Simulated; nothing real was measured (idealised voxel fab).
The following process module bears the name voxel self aligned contacts.
Cross-sectional view cut (width: 270 nm; square cell size: 5 nm).
Think of the cross-section as a grid of square cells. We describe it in bands, top to bottom, and each band covers one or more rows of those cells. Top height, bottom height, nm. Materials left to right, width each, nm. Single material + "all across" = fills band edge to edge. "air" = empty. Measure heights from 0. That's the level where, below it, the as-received wafer is all one material. The lowest band is bottomless and extends downward; write it as in "0 down". Top row gets the first number, bottom row gets the second, and each row in between changes by the same step: that is how a band width like "30..40" works. Any step labelled "no modification" changed none of the cells in the cross-section. Any empty space of 8 cells or more lacking an open way to the top shows up in "Completely enclosed voids" as width x height at distance, distance from the left edge, in nm. It should be noted that, on the line of a given step, the content following the step's settings is a remark produced by the simulator itself with respect to that step. The setting "overlay nm" may be written on the line of a step. When the step uses a mask, the value reports how far to the right of the planned place the mask lay, and a negative value reports that it lay to the left. Pairs from here to the end. Each: cross-section before one process step, cross-section after it, the latter only as far down as the lowest band that changed. Under each: the step between, and its settings. Mind that the pairs may be taken from different runs of this module on the same starting wafer; whether a pair continues from the pair above depends on its entry headed "Preceding state", and it does only where that entry says so.
### Preceding state
* 85 to 70: 115 resist, then 40 air, then 115 resist
* 70 to 55: 115 aC, then 40 air, then 115 aC
* 55 to 45: 90 SiO2, then 35 SiN, then 20 SiO2, then 35 SiN, then 90 SiO2
* 45 to 15: 90 SiO2, then 5 SiN, then 25 polySi, then 5 SiN, then 20 SiO2, then 5 SiN, then 25 polySi, then 5 SiN, then 90 SiO2
* 15 to 0: SiO2 all across
* 0 down: Si all across
* Completely enclosed voids: none
### Post-Step Appearance
* 70 to 55: 115 aC, then 40 air, then 115 aC
* Anything lower than 55 is untouched.
* Completely enclosed voids: none
Going from one cross-section above to the next, the wafer undergoes STRIP | etch materials resist
Preceding state: check the pair just above; its after cross-section is our before state.
### Post-Step Appearance
* 70 to 55: 115 aC, then 40 air, then 115 aC
* 55 to 45: 90 SiO2, then 35 SiN, then 20 air, then 35 SiN, then 90 SiO2
* 45 to 15: 90 SiO2, then 5 SiN, then 25 polySi, then 5 SiN, then 20 air, then 5 SiN, then 25 polySi, then 5 SiN, then 90 SiO2
* 15 to 0: 125 SiO2, then 20 air, then 125 SiO2
* Anything lower than 0 is untouched.
* Completely enclosed voids: none
Going from one cross-section above to the next, the wafer undergoes DIRECTIONAL_ETCH | etch materials SiO2 | depth nm 55
Preceding state: check the pair just above; its after cross-section is our before state.
### Post-Step Appearance
* 55 to 45: 90 SiO2, then 35 SiN, then 20 air, then 35 SiN, then 90 SiO2
* Anything lower than 45 is untouched.
* Completely enclosed voids: none
Going from one cross-section above to the next, the wafer undergoes STRIP | etch materials aC
Preceding state: check the pair just above; its after cross-section is our before state.
### Post-Step Appearance
* 60 to 55: 130 TiN, then 10 air, then 130 TiN
* 55 to 45: 90 SiO2, then 35 SiN, then 5 TiN, then 10 air, then 5 TiN, then 35 SiN, then 90 SiO2
* 45 to 15: 90 SiO2, then 5 SiN, then 25 polySi, then 5 SiN, then 5 TiN, then 10 air, then 5 TiN, then 5 SiN, then 25 polySi, then 5 SiN, then 90 SiO2
* 15 to 5: 125 SiO2, then 5 TiN, then 10 air, then 5 TiN, then 125 SiO2
* 5 to 0: 125 SiO2, then 20 TiN, then 125 SiO2
* Anything lower than 0 is untouched.
* Completely enclosed voids: none
Going from one cross-section above to the next, the wafer undergoes CONFORMAL_DEP | material TiN | thk nm 5
Preceding state: check the pair just above; its after cross-section is our before state.
### Post-Step Appearance
* 70 to 60: W all across
* 60 to 55: 130 TiN, then 10 W, then 130 TiN
* 55 to 45: 90 SiO2, then 35 SiN, then 5 TiN, then 10 W, then 5 TiN, then 35 SiN, then 90 SiO2
* 45 to 15: 90 SiO2, then 5 SiN, then 25 polySi, then 5 SiN, then 5 TiN, then 10 W, then 5 TiN, then 5 SiN, then 25 polySi, then 5 SiN, then 90 SiO2
* 15 to 5: 125 SiO2, then 5 TiN, then 10 W, then 5 TiN, then 125 SiO2
* Anything lower than 5 is untouched.
* Completely enclosed voids: none
Going from one cross-section above to the next, the wafer undergoes FILL_DEP | material W | thk nm 10
Preceding state: check the pair just above; its after cross-section is our before state.
### Post-Step Appearance
* 55 to 45: 90 SiO2, then 35 SiN, then 5 TiN, then 10 W, then 5 TiN, then 35 SiN, then 90 SiO2
* Anything lower than 45 is untouched.
* Completely enclosed voids: none
Going from one cross-section above to the next, the wafer undergoes CMP | height nm 55
Preceding state: check the pair just above; its after cross-section is our before state.
### Post-Step Appearance
* 60 to 55: SiN all across
* Anything lower than 55 is untouched.
* Completely enclosed voids: none
Going from one cross-section above to the next, the wafer undergoes CONFORMAL_DEP | material SiN | thk nm 5
### Preceding state
* 50 to 35: SiN all across
* 35 to 5: polySi all across
* 5 to 0: SiO2 all across
* 0 down: Si all across
* Completely enclosed voids: none
### Post-Step Appearance
* 50 to 35: 90 air, then 35 SiN, then 20 air, then 35 SiN, then 90 air
* Anything lower than 35 is untouched.
* Completely enclosed voids: none
Going from one cross-section above to the next, the wafer undergoes MASKED_ETCH | tone cover | mask id GATE | width nm 35 | pitch nm 55 | etch materials SiN | depth nm 15 | overlay nm 0
Preceding state: check the pair just above; its after cross-section is our before state.
### Post-Step Appearance
* 50 to 35: 90 air, then 35 SiN, then 20 air, then 35 SiN, then 90 air
* 35 to 5: 90 air, then 35 polySi, then 20 air, then 35 polySi, then 90 air
* Anything lower than 5 is untouched.
* Completely enclosed voids: none
Going from one cross-section above to the next, the wafer undergoes MASKED_ETCH | tone cover | mask id GATE | width nm 25 | pitch nm 55 | etch materials polySi | depth nm 30 | overlay nm 0
Preceding state: check the pair just above; its after cross-section is our before state.
### Post-Step Appearance
* 55 to 35: 85 air, then 45 SiN, then 10 air, then 45 SiN, then 85 air
* 35 to 10: 85 air, then 5 SiN, then 35 polySi, then 5 SiN, then 10 air, then 5 SiN, then 35 polySi, then 5 SiN, then 85 air
* 10 to 5: 90 SiN, then 35 polySi, then 20 SiN, then 35 polySi, then 90 SiN
* Anything lower than 5 is untouched.
* Completely enclosed voids: none
Going from one cross-section above to the next, the wafer undergoes CONFORMAL_DEP | material SiN | thk nm 5
Preceding state: check the pair just above; its after cross-section is our before state.
### Post-Step Appearance
* 50 to 35: 85 air, then 45 SiN, then 10 air, then 45 SiN, then 85 air
* 35 to 5: 85 air, then 5 SiN, then 35 polySi, then 5 SiN, then 10 air, then 5 SiN, then 35 polySi, then 5 SiN, then 85 air
* Anything lower than 5 is untouched.
* Completely enclosed voids: none
Going from one cross-section above to the next, the wafer undergoes DIRECTIONAL_ETCH | etch materials SiN | depth nm 5
Preceding state: check the pair just above; its after cross-section is our before state.
### Post-Step Appearance
* 60 to 50: SiO2 all across
* 50 to 35: 85 SiO2, then 45 SiN, then 10 SiO2, then 45 SiN, then 85 SiO2
* 35 to 5: 85 SiO2, then 5 SiN, then 35 polySi, then 5 SiN, then 10 SiO2, then 5 SiN, then 35 polySi, then 5 SiN, then 85 SiO2
* Anything lower than 5 is untouched.
* Completely enclosed voids: none
Going from one cross-section above to the next, the wafer undergoes FILL_DEP | material SiO2 | thk nm 10
Preceding state: check the pair just above; its after cross-section is our before state.
### Post-Step Appearance
* 55 to 50: SiO2 all across
* Anything lower than 50 is untouched.
* Completely enclosed voids: none
Going from one cross-section above to the next, the wafer undergoes CMP | height nm 55
Preceding state: check the pair just above; its after cross-section is our before state.
### Post-Step Appearance
* 70 to 55: aC all across
* Anything lower than 55 is untouched.
* Completely enclosed voids: none
Going from one cross-section above to the next, the wafer undergoes DIRECTIONAL_DEP | material aC | thk nm 15
Preceding state: check the pair just above; its after cross-section is our before state.
### Post-Step Appearance
* 100 to 70: 115 resist, then 40 air, then 115 resist
* Anything lower than 70 is untouched.
* Completely enclosed voids: none
Going from one cross-section above to the next, the wafer undergoes PATTERN | tone open | mask id CONTACT | material resist | width nm 40 | thk nm 30 | overlay nm 0
Preceding state: check the pair just above; its after cross-section is our before state.
### Post-Step Appearance
* 85 to 70: 115 resist, then 40 air, then 115 resist
* 70 to 55: 115 aC, then 40 air, then 115 aC
* Anything lower than 55 is untouched.
* Completely enclosed voids: none
Going from one cross-section above to the next, the wafer undergoes DIRECTIONAL_ETCH | etch materials aC | depth nm 15
Preceding state: check the pair just above; its after cross-section is our before state.
### Post-Step Appearance
* 70 to 55: 115 aC, then 40 air, then 115 aC
* Anything lower than 55 is untouched.
* Completely enclosed voids: none
Going from one cross-section above to the next, the wafer undergoes STRIP | etch materials resist
Preceding state: check the pair just above; its after cross-section is our before state.
### Post-Step Appearance
* 70 to 55: 115 aC, then 40 air, then 115 aC
* 55 to 50: 115 SiO2, then 40 air, then 115 SiO2
* 50 to 35: 85 SiO2, then 45 SiN, then 10 air, then 45 SiN, then 85 SiO2
* 35 to 5: 85 SiO2, then 5 SiN, then 35 polySi, then 5 SiN, then 10 air, then 5 SiN, then 35 polySi, then 5 SiN, then 85 SiO2
* 5 to 0: 130 SiO2, then 10 air, then 130 SiO2
* Anything lower than 0 is untouched.
* Completely enclosed voids: none
Going from one cross-section above to the next, the wafer undergoes DIRECTIONAL_ETCH | etch materials SiO2 | depth nm 55
Preceding state: check the pair just above; its after cross-section is our before state.
### Post-Step Appearance
* 55 to 50: 115 SiO2, then 40 air, then 115 SiO2
* Anything lower than 50 is untouched.
* Completely enclosed voids: none
Going from one cross-section above to the next, the wafer undergoes STRIP | etch materials aC
Preceding state: check the pair just above; its after cross-section is our before state.
### Post-Step Appearance
* 60 to 55: 120 TiN, then 30 air, then 120 TiN
* 55 to 50: 115 SiO2, then 40 TiN, then 115 SiO2
* 50 to 35: 85 SiO2, then 45 SiN, then 10 TiN, then 45 SiN, then 85 SiO2
* 35 to 5: 85 SiO2, then 5 SiN, then 35 polySi, then 5 SiN, then 10 TiN, then 5 SiN, then 35 polySi, then 5 SiN, then 85 SiO2
* 5 to 0: 130 SiO2, then 10 TiN, then 130 SiO2
* Anything lower than 0 is untouched.
* Completely enclosed voids: none
Going from one cross-section above to the next, the wafer undergoes CONFORMAL_DEP | material TiN | thk nm 5
Preceding state: check the pair just above; its after cross-section is our before state.
### Post-Step Appearance
* 70 to 60: W all across
* 60 to 55: 120 TiN, then 30 W, then 120 TiN
* Anything lower than 55 is untouched.
* Completely enclosed voids: none
Going from one cross-section above to the next, the wafer undergoes FILL_DEP | material W | thk nm 10
Preceding state: check the pair just above; its after cross-section is our before state.
### Post-Step Appearance
* 55 to 50: 115 SiO2, then 40 TiN, then 115 SiO2
* Anything lower than 50 is untouched.
* Completely enclosed voids: none
Going from one cross-section above to the next, the wafer undergoes CMP | height nm 55
Preceding state: check the pair just above; its after cross-section is our before state.
### Post-Step Appearance
* 60 to 55: SiN all across
* Anything lower than 55 is untouched.
* Completely enclosed voids: none
Going from one cross-section above to the next, the wafer undergoes CONFORMAL_DEP | material SiN | thk nm 5
### Preceding state
* 50 to 35: SiN all across
* 35 to 5: polySi all across
* 5 to 0: SiO2 all across
* 0 down: Si all across
* Completely enclosed voids: none
### Post-Step Appearance
* 50 to 35: 105 air, then 25 SiN, then 30 air, then 25 SiN, then 85 air
* Anything lower than 35 is untouched.
* Completely enclosed voids: none
Going from one cross-section above to the next, the wafer undergoes MASKED_ETCH | tone cover | mask id GATE | width nm 25 | pitch nm 55 | etch materials SiN | depth nm 15 | overlay nm 10
Preceding state: check the pair just above; its after cross-section is our before state.
### Post-Step Appearance
* 50 to 35: 105 air, then 25 SiN, then 30 air, then 25 SiN, then 85 air
* 35 to 5: 95 air, then 35 polySi, then 20 air, then 35 polySi, then 85 air
* Anything lower than 5 is untouched.
* Completely enclosed voids: none
Going from one cross-section above to the next, the wafer undergoes MASKED_ETCH | tone cover | mask id GATE | width nm 25 | pitch nm 55 | etch materials polySi | depth nm 30 | overlay nm 0
Preceding state: check the pair just above; its after cross-section is our before state.
### Post-Step Appearance
* 55 to 40: 100 air, then 35 SiN, then 20 air, then 35 SiN, then 80 air
* 40 to 35: 90 air, then 45 SiN, then 10 air, then 45 SiN, then 80 air
* 35 to 10: 90 air, then 5 SiN, then 35 polySi, then 5 SiN, then 10 air, then 5 SiN, then 35 polySi, then 5 SiN, then 80 air
* 10 to 5: 95 SiN, then 35 polySi, then 20 SiN, then 35 polySi, then 85 SiN
* Anything lower than 5 is untouched.
* Completely enclosed voids: none
Going from one cross-section above to the next, the wafer undergoes CONFORMAL_DEP | material SiN | thk nm 5
Preceding state: check the pair just above; its after cross-section is our before state.
### Post-Step Appearance
* 50 to 35: 100 air, then 35 SiN, then 20 air, then 35 SiN, then 80 air
* 35 to 5: 90 air, then 5 SiN, then 35 polySi, then 5 SiN, then 10 air, then 5 SiN, then 35 polySi, then 5 SiN, then 80 air
* Anything lower than 5 is untouched.
* Completely enclosed voids: none
Going from one cross-section above to the next, the wafer undergoes DIRECTIONAL_ETCH | etch materials SiN | depth nm 5
Preceding state: check the pair just above; its after cross-section is our before state.
### Post-Step Appearance
* 60 to 50: SiO2 all across
* 50 to 35: 100 SiO2, then 35 SiN, then 20 SiO2, then 35 SiN, then 80 SiO2
* 35 to 5: 90 SiO2, then 5 SiN, then 35 polySi, then 5 SiN, then 10 SiO2, then 5 SiN, then 35 polySi, then 5 SiN, then 80 SiO2
* Anything lower than 5 is untouched.
* Completely enclosed voids: none
Going from one cross-section above to the next, the wafer undergoes FILL_DEP | material SiO2 | thk nm 10
Preceding state: check the pair just above; its after cross-section is our before state.
### Post-Step Appearance
* 55 to 50: SiO2 all across
* Anything lower than 50 is untouched.
* Completely enclosed voids: none
Going from one cross-section above to the next, the wafer undergoes CMP | height nm 55
Preceding state: check the pair just above; its after cross-section is our before state.
### Post-Step Appearance
* 70 to 55: aC all across
* Anything lower than 55 is untouched.
* Completely enclosed voids: none
Going from one cross-section above to the next, the wafer undergoes DIRECTIONAL_DEP | material aC | thk nm 15
Preceding state: check the pair just above; its after cross-section is our before state.
### Post-Step Appearance
* 100 to 70: 115 resist, then 40 air, then 115 resist
* Anything lower than 70 is untouched.
* Completely enclosed voids: none
Going from one cross-section above to the next, the wafer undergoes PATTERN | tone open | mask id CONTACT | material resist | width nm 40 | thk nm 30 | overlay nm 0
Preceding state: check the pair just above; its after cross-section is our before state.
### Post-Step Appearance
* 85 to 70: 115 resist, then 40 air, then 115 resist
* 70 to 55: 115 aC, then 40 air, then 115 aC
* Anything lower than 55 is untouched.
* Completely enclosed voids: none
Going from one cross-section above to the next, the wafer undergoes DIRECTIONAL_ETCH | etch materials aC | depth nm 15
Preceding state: check the pair just above; its after cross-section is our before state.
### Post-Step Appearance
* 70 to 55: 115 aC, then 40 air, then 115 aC
* Anything lower than 55 is untouched.
* Completely enclosed voids: none
Going from one cross-section above to the next, the wafer undergoes STRIP | etch materials resist
Preceding state: check the pair just above; its after cross-section is our before state.
### Post-Step Appearance
* 70 to 55: 115 aC, then 40 air, then 115 aC
* 55 to 50: 115 SiO2, then 40 air, then 115 SiO2
* 50 to 35: 100 SiO2, then 35 SiN, then 20 air, then 35 SiN, then 80 SiO2
* 35 to 5: 90 SiO2, then 5 SiN, then 35 polySi, then 5 SiN, then 10 air, then 5 SiN, then 35 polySi, then 5 SiN, then 80 SiO2
* 5 to 0: 135 SiO2, then 10 air, then 125 SiO2
* Anything lower than 0 is untouched.
* Completely enclosed voids: none
Going from one cross-section above to the next, the wafer undergoes DIRECTIONAL_ETCH | etch materials SiO2 | depth nm 55
Preceding state: check the pair just above; its after cross-section is our before state.
### Post-Step Appearance
* 55 to 50: 115 SiO2, then 40 air, then 115 SiO2
* Anything lower than 50 is untouched.
* Completely enclosed voids: none
Going from one cross-section above to the next, the wafer undergoes STRIP | etch materials aC
Preceding state: check the pair just above; its after cross-section is our before state.
### Post-Step Appearance
* 60 to 55: 120 TiN, then 30 air, then 120 TiN
* 55 to 50: 115 SiO2, then 25 TiN, then 10 air, then 5 TiN, then 115 SiO2
* 50 to 40: 100 SiO2, then 35 SiN, then 5 TiN, then 10 air, then 5 TiN, then 35 SiN, then 80 SiO2
* 40 to 35: 100 SiO2, then 35 SiN, then 20 TiN, then 35 SiN, then 80 SiO2
* 35 to 5: 90 SiO2, then 5 SiN, then 35 polySi, then 5 SiN, then 10 TiN, then 5 SiN, then 35 polySi, then 5 SiN, then 80 SiO2
* 5 to 0: 135 SiO2, then 10 TiN, then 125 SiO2
* Anything lower than 0 is untouched.
* Completely enclosed voids: none
Going from one cross-section above to the next, the wafer undergoes CONFORMAL_DEP | material TiN | thk nm 5
Preceding state: check the pair just above; its after cross-section is our before state.
### Post-Step Appearance
* 70 to 60: W all across
* 60 to 55: 120 TiN, then 30 W, then 120 TiN
* 55 to 50: 115 SiO2, then 25 TiN, then 10 W, then 5 TiN, then 115 SiO2
* 50 to 40: 100 SiO2, then 35 SiN, then 5 TiN, then 10 W, then 5 TiN, then 35 SiN, then 80 SiO2
* Anything lower than 40 is untouched.
* Completely enclosed voids: none
Going from one cross-section above to the next, the wafer undergoes FILL_DEP | material W | thk nm 10
Preceding state: check the pair just above; its after cross-section is our before state.
### Post-Step Appearance
* 55 to 50: 115 SiO2, then 25 TiN, then 10 W, then 5 TiN, then 115 SiO2
* Anything lower than 50 is untouched.
* Completely enclosed voids: none
Going from one cross-section above to the next, the wafer undergoes CMP | height nm 55
Preceding state: check the pair just above; its after cross-section is our before state.
### Post-Step Appearance
* 60 to 55: SiN all across
* Anything lower than 55 is untouched.
* Completely enclosed voids: none
Going from one cross-section above to the next, the wafer undergoes CONFORMAL_DEP | material SiN | thk nm 5
### Preceding state
* 5 to 0: SiO2 all across
* 0 down: Si all across
* Completely enclosed voids: none
### Post-Step Appearance
* 35 to 0: SiO2 all across
* Anything lower than 0 is untouched.
* Completely enclosed voids: none
Going from one cross-section above to the next, the wafer undergoes DIRECTIONAL_DEP | material SiO2 | thk nm 30
Preceding state: check the pair just above; its after cross-section is our before state.
### Post-Step Appearance
* 50 to 35: SiN all across
* Anything lower than 35 is untouched.
* Completely enclosed voids: none
Going from one cross-section above to the next, the wafer undergoes DIRECTIONAL_DEP | material SiN | thk nm 15
Preceding state: check the pair just above; its after cross-section is our before state.
### Post-Step Appearance
* 50 to 35: 95 air, then 25 SiN, then 30 air, then 25 SiN, then 95 air
* Anything lower than 35 is untouched.
* Completely enclosed voids: none
Going from one cross-section above to the next, the wafer undergoes MASKED_ETCH | tone cover | mask id GATE | width nm 25 | pitch nm 55 | etch materials SiN | depth nm 15 | overlay nm 0
Preceding state: check the pair just above; its after cross-section is our before state.
### Post-Step Appearance
* 55 to 40: 90 air, then 35 SiN, then 20 air, then 35 SiN, then 90 air
* 40 to 35: SiN all across
* Anything lower than 35 is untouched.
* Completely enclosed voids: none
Going from one cross-section above to the next, the wafer undergoes CONFORMAL_DEP | material SiN | thk nm 5
Preceding state: check the pair just above; its after cross-section is our before state.
### Post-Step Appearance
* 50 to 35: 90 air, then 35 SiN, then 20 air, then 35 SiN, then 90 air
* Anything lower than 35 is untouched.
* Completely enclosed voids: none
Going from one cross-section above to the next, the wafer undergoes DIRECTIONAL_ETCH | etch materials SiN | depth nm 5
Preceding state: check the pair just above; its after cross-section is our before state.
### Post-Step Appearance
* 60 to 50: SiO2 all across
* 50 to 35: 90 SiO2, then 35 SiN, then 20 SiO2, then 35 SiN, then 90 SiO2
* Anything lower than 35 is untouched.
* Completely enclosed voids: none
Going from one cross-section above to the next, the wafer undergoes FILL_DEP | material SiO2 | thk nm 10
Preceding state: check the pair just above; its after cross-section is our before state.
### Post-Step Appearance
* 55 to 50: SiO2 all across
* Anything lower than 50 is untouched.
* Completely enclosed voids: none
Going from one cross-section above to the next, the wafer undergoes CMP | height nm 55
Preceding state: check the pair just above; its after cross-section is our before state.
### Post-Step Appearance
* 70 to 55: aC all across
* Anything lower than 55 is untouched.
* Completely enclosed voids: none
Going from one cross-section above to the next, the wafer undergoes DIRECTIONAL_DEP | material aC | thk nm 15
Preceding state: check the pair just above; its after cross-section is our before state.
### Post-Step Appearance
* 100 to 70: 115 resist, then 40 air, then 115 resist
* Anything lower than 70 is untouched.
* Completely enclosed voids: none
Going from one cross-section above to the next, the wafer undergoes PATTERN | tone open | mask id CONTACT | material resist | width nm 40 | thk nm 30 | overlay nm 0
Preceding state: check the pair just above; its after cross-section is our before state.
### Post-Step Appearance
* 85 to 70: 115 resist, then 40 air, then 115 resist
* 70 to 55: 115 aC, then 40 air, then 115 aC
* Anything lower than 55 is untouched.
* Completely enclosed voids: none
Going from one cross-section above to the next, the wafer undergoes DIRECTIONAL_ETCH | etch materials aC | depth nm 15
Preceding state: check the pair just above; its after cross-section is our before state.
### Post-Step Appearance
* 70 to 55: 115 aC, then 40 air, then 115 aC
* Anything lower than 55 is untouched.
* Completely enclosed voids: none
Going from one cross-section above to the next, the wafer undergoes STRIP | etch materials resist
Preceding state: check the pair just above; its after cross-section is our before state.
### Post-Step Appearance
* 70 to 55: 115 aC, then 40 air, then 115 aC
* 55 to 50: 115 SiO2, then 40 air, then 115 SiO2
* 50 to 35: 90 SiO2, then 35 SiN, then 20 air, then 35 SiN, then 90 SiO2
* 35 to 0: 125 SiO2, then 20 air, then 125 SiO2
* Anything lower than 0 is untouched.
* Completely enclosed voids: none
Going from one cross-section above to the next, the wafer undergoes DIRECTIONAL_ETCH | etch materials SiO2 | depth nm 55
Preceding state: check the pair just above; its after cross-section is our before state.
### Post-Step Appearance
* 55 to 50: 115 SiO2, then 40 air, then 115 SiO2
* Anything lower than 50 is untouched.
* Completely enclosed voids: none
Going from one cross-section above to the next, the wafer undergoes STRIP | etch materials aC
Preceding state: check the pair just above; its after cross-section is our before state.
### Post-Step Appearance
* 60 to 55: 120 TiN, then 30 air, then 120 TiN
* 55 to 50: 115 SiO2, then 15 TiN, then 10 air, then 15 TiN, then 115 SiO2
* 50 to 35: 90 SiO2, then 35 SiN, then 5 TiN, then 10 air, then 5 TiN, then 35 SiN, then 90 SiO2
* 35 to 5: 125 SiO2, then 5 TiN, then 10 air, then 5 TiN, then 125 SiO2
* 5 to 0: 125 SiO2, then 20 TiN, then 125 SiO2
* Anything lower than 0 is untouched.
* Completely enclosed voids: none
Going from one cross-section above to the next, the wafer undergoes CONFORMAL_DEP | material TiN | thk nm 5
Preceding state: check the pair just above; its after cross-section is our before state.
### Post-Step Appearance
* 70 to 60: W all across
* 60 to 55: 120 TiN, then 30 W, then 120 TiN
* 55 to 50: 115 SiO2, then 15 TiN, then 10 W, then 15 TiN, then 115 SiO2
* 50 to 35: 90 SiO2, then 35 SiN, then 5 TiN, then 10 W, then 5 TiN, then 35 SiN, then 90 SiO2
* 35 to 5: 125 SiO2, then 5 TiN, then 10 W, then 5 TiN, then 125 SiO2
* Anything lower than 5 is untouched.
* Completely enclosed voids: none
Going from one cross-section above to the next, the wafer undergoes FILL_DEP | material W | thk nm 10
Preceding state: check the pair just above; its after cross-section is our before state.
### Post-Step Appearance
* 55 to 50: 115 SiO2, then 15 TiN, then 10 W, then 15 TiN, then 115 SiO2
* Anything lower than 50 is untouched.
* Completely enclosed voids: none
Going from one cross-section above to the next, the wafer undergoes CMP | height nm 55
Preceding state: check the pair just above; its after cross-section is our before state.
### Post-Step Appearance
* 60 to 55: SiN all across
* Anything lower than 55 is untouched.
* Completely enclosed voids: none
Going from one cross-section above to the next, the wafer undergoes CONFORMAL_DEP | material SiN | thk nm 5
### Preceding state
* 50 to 35: SiN all across
* 35 to 5: polySi all across
* 5 to 0: SiO2 all across
* 0 down: Si all across
* Completely enclosed voids: none
### Post-Step Appearance
* 50 to 35: 95 SiN, then 25 air, then 30 SiN, then 25 air, then 95 SiN
* Anything lower than 35 is untouched.
* Completely enclosed voids: none
Going from one cross-section above to the next, the wafer undergoes MASKED_ETCH | tone open | mask id GATE | width nm 25 | pitch nm 55 | etch materials SiN | depth nm 15 | overlay nm 0
Preceding state: check the pair just above; its after cross-section is our before state.
### Post-Step Appearance
* 55 to 40: 100 SiN, then 15 air, then 40 SiN, then 15 air, then 100 SiN
* 40 to 35: SiN all across
* Anything lower than 35 is untouched.
* Completely enclosed voids: none
Going from one cross-section above to the next, the wafer undergoes CONFORMAL_DEP | material SiN | thk nm 5
Preceding state: check the pair just above; its after cross-section is our before state.
### Post-Step Appearance
* 50 to 35: 100 SiN, then 15 air, then 40 SiN, then 15 air, then 100 SiN
* Anything lower than 35 is untouched.
* Completely enclosed voids: none
Going from one cross-section above to the next, the wafer undergoes DIRECTIONAL_ETCH | etch materials SiN | depth nm 5
Preceding state: check the pair just above; its after cross-section is our before state.
### Post-Step Appearance
* 60 to 50: SiO2 all across
* 50 to 35: 100 SiN, then 15 SiO2, then 40 SiN, then 15 SiO2, then 100 SiN
* Anything lower than 35 is untouched.
* Completely enclosed voids: none
Going from one cross-section above to the next, the wafer undergoes FILL_DEP | material SiO2 | thk nm 10
Preceding state: check the pair just above; its after cross-section is our before state.
### Post-Step Appearance
* 55 to 50: SiO2 all across
* Anything lower than 50 is untouched.
* Completely enclosed voids: none
Going from one cross-section above to the next, the wafer undergoes CMP | height nm 55
Preceding state: check the pair just above; its after cross-section is our before state.
### Post-Step Appearance
* 70 to 55: aC all across
* Anything lower than 55 is untouched.
* Completely enclosed voids: none
Going from one cross-section above to the next, the wafer undergoes DIRECTIONAL_DEP | material aC | thk nm 15
Preceding state: check the pair just above; its after cross-section is our before state.
### Post-Step Appearance
* 100 to 70: 115 resist, then 40 air, then 115 resist
* Anything lower than 70 is untouched.
* Completely enclosed voids: none
Going from one cross-section above to the next, the wafer undergoes PATTERN | tone open | mask id CONTACT | material resist | width nm 40 | thk nm 30 | overlay nm 0
Preceding state: check the pair just above; its after cross-section is our before state.
### Post-Step Appearance
* 85 to 70: 115 resist, then 40 air, then 115 resist
* 70 to 55: 115 aC, then 40 air, then 115 aC
* Anything lower than 55 is untouched.
* Completely enclosed voids: none
Going from one cross-section above to the next, the wafer undergoes DIRECTIONAL_ETCH | etch materials aC | depth nm 15
Preceding state: check the pair just above; its after cross-section is our before state.
### Post-Step Appearance
* 70 to 55: 115 aC, then 40 air, then 115 aC
* Anything lower than 55 is untouched.
* Completely enclosed voids: none
Going from one cross-section above to the next, the wafer undergoes STRIP | etch materials resist
Preceding state: check the pair just above; its after cross-section is our before state.
### Post-Step Appearance
* 70 to 55: 115 aC, then 40 air, then 115 aC
* 55 to 50: 115 SiO2, then 40 air, then 115 SiO2
* Anything lower than 50 is untouched.
* Completely enclosed voids: none
Going from one cross-section above to the next, the wafer undergoes DIRECTIONAL_ETCH | etch materials SiO2 | depth nm 55
Preceding state: check the pair just above; its after cross-section is our before state.
### Post-Step Appearance
* 55 to 50: 115 SiO2, then 40 air, then 115 SiO2
* Anything lower than 50 is untouched.
* Completely enclosed voids: none
Going from one cross-section above to the next, the wafer undergoes STRIP | etch materials aC
Preceding state: check the pair just above; its after cross-section is our before state.
### Post-Step Appearance
* 60 to 55: 120 TiN, then 30 air, then 120 TiN
* 55 to 50: 115 SiO2, then 40 TiN, then 115 SiO2
* Anything lower than 50 is untouched.
* Completely enclosed voids: none
Going from one cross-section above to the next, the wafer undergoes CONFORMAL_DEP | material TiN | thk nm 5
Preceding state: check the pair just above; its after cross-section is our before state.
### Post-Step Appearance
* 70 to 60: W all across
* 60 to 55: 120 TiN, then 30 W, then 120 TiN
* Anything lower than 55 is untouched.
* Completely enclosed voids: none
Going from one cross-section above to the next, the wafer undergoes FILL_DEP | material W | thk nm 10
Preceding state: check the pair just above; its after cross-section is our before state.
### Post-Step Appearance
* 55 to 50: 115 SiO2, then 40 TiN, then 115 SiO2
* Anything lower than 50 is untouched.
* Completely enclosed voids: none
Going from one cross-section above to the next, the wafer undergoes CMP | height nm 55
Preceding state: check the pair just above; its after cross-section is our before state.
### Post-Step Appearance
* 60 to 55: SiN all across
* Anything lower than 55 is untouched.
* Completely enclosed voids: none
Going from one cross-section above to the next, the wafer undergoes CONFORMAL_DEP | material SiN | thk nm 5
